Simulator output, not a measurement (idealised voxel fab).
The process module presented herein is designated voxel gate over fins.
FYI the section here is cut, 140 nm wide, cells are 5 nm squares.
Notation: cross-section as square-cell grid; stated in bands, top first, going down; one or more cell rows per band.
This entry defines a band. It first specifies the height of the band's top and the height of its bottom in nm, and then specifies the band's materials from left to right, stating each material with its width in nm. The word "edge to edge" identifies a single material that fills the band from edge to edge, while the word "empty" identifies empty space.
Heights are reckoned from 0. Under this level, the received wafer is all of one material. The bottommost band is open-ended downward, for example "0..down".
Width: "30..40" (first number = top row, second number = bottom row, same change from row to row of cells).
"nothing got changed" for a step: no cell of the cross-section changed in that step.
The entry titled "Cavities, closed" provides the empty spaces that have no open way to the top, restricted to those of 8 cells or more. Each is presented as width x height at distance, the distance being measured from the left edge, with all three in nm.
Anything after a step's settings on that line? It's the simulator's own note about the step.
overlay nm: right-of-plan distance of the mask on a masked step; negative values mean left-of-plan.

# The steps planned for the process are as follows
1,RECEIVE, material Si
2,CONFORMAL_DEP, material SiN, thk nm 5
3,DIRECTIONAL_DEP, material aC, thk nm 15
4,PATTERN, tone cover, mask id FINS, material resist, width nm 15, pitch nm 45, thk nm 30, overlay nm 0
5,DIRECTIONAL_ETCH, etch materials aC, depth nm 15
6,STRIP, etch materials resist
7,DIRECTIONAL_ETCH, etch materials SiN, depth nm 5
8,DIRECTIONAL_ETCH, etch materials Si, depth nm 40
9,STRIP, etch materials aC
10,FILL_DEP, material SiO2, thk nm 15
11,CMP, height nm 5
12,SELECTIVE_ETCH, etch materials SiO2, depth nm 20
13,STRIP, etch materials SiN
14,CONFORMAL_DEP, material HfO2, thk nm 5
15,CONFORMAL_DEP, material TiN, thk nm 5
16,FILL_DEP, material W, thk nm 10
17,CMP, height nm 15
18,CONFORMAL_DEP, material SiCN, thk nm 5

# Cross-section of the wafer at receipt, which is the condition after step 1
- 0..down = Si edge to edge
- Cavities, closed: none

# Module complete - cross-section of the first of two wafers, run according to plan
- 20..15 = SiCN edge to edge
- 15..10 = W edge to edge
- 10..5 = W 30 nm; TiN 35 nm; W 10 nm; TiN 35 nm; W 30 nm
- 5..0 = W 30 nm; TiN 5 nm; HfO2 25 nm; TiN 5 nm; W 10 nm; TiN 5 nm; HfO2 25 nm; TiN 5 nm; W 30 nm
- 0..-5 = W 30 nm; TiN 5 nm; HfO2 5 nm; Si 15 nm; HfO2 5 nm; TiN 5 nm; W 10 nm; TiN 5 nm; HfO2 5 nm; Si 15 nm; HfO2 5 nm; TiN 5 nm; W 30 nm
- -5..-10 = TiN 35 nm; HfO2 5 nm; Si 15 nm; HfO2 5 nm; TiN 20 nm; HfO2 5 nm; Si 15 nm; HfO2 5 nm; TiN 35 nm
- -10..-15 = HfO2 40 nm; Si 15 nm; HfO2 30 nm; Si 15 nm; HfO2 40 nm
- -15..-40 = SiO2 40 nm; Si 15 nm; SiO2 30 nm; Si 15 nm; SiO2 40 nm
- -40..down = Si edge to edge
- Cavities, closed: none

# Wafer two (of two), end-of-module cross-section: start = wafer one, plan = wafer one, one run mistake
- 20..15 = SiCN edge to edge
- 15..10 = W edge to edge
- 10..5 = W 30 nm; TiN 35 nm; W 10 nm; TiN 35 nm; W 30 nm
- 5..0 = W 30 nm; TiN 5 nm; HfO2 25 nm; TiN 5 nm; W 10 nm; TiN 5 nm; HfO2 25 nm; TiN 5 nm; W 30 nm
- 0..-5 = W 30 nm; TiN 5 nm; HfO2 5 nm; Si 15 nm; HfO2 5 nm; TiN 5 nm; W 10 nm; TiN 5 nm; HfO2 5 nm; Si 15 nm; HfO2 5 nm; TiN 5 nm; W 30 nm
- -5..-10 = TiN 35 nm; HfO2 5 nm; Si 15 nm; HfO2 5 nm; TiN 5 nm; W 10 nm; TiN 5 nm; HfO2 5 nm; Si 15 nm; HfO2 5 nm; TiN 35 nm
- -10..-15 = HfO2 25 nm; TiN 10 nm; HfO2 5 nm; Si 15 nm; HfO2 5 nm; TiN 20 nm; HfO2 5 nm; Si 15 nm; HfO2 5 nm; TiN 10 nm; HfO2 25 nm
- -15..-20 = SiO2 20 nm; HfO2 20 nm; Si 15 nm; HfO2 30 nm; Si 15 nm; HfO2 20 nm; SiO2 20 nm
- -20..-40 = SiO2 40 nm; Si 15 nm; SiO2 30 nm; Si 15 nm; SiO2 40 nm
- -40..down = Si edge to edge
- Cavities, closed: none
It is concluded that the wafer was processed incorrectly with respect to the plan, in that note: step 12 <-> step 13, run order reversed vs plan
Wafer comparison, final, in cells, second relative to first, materials more or fewer: 6 more of HfO2, 14 fewer of SiO2, 6 more of TiN, 2 more of W
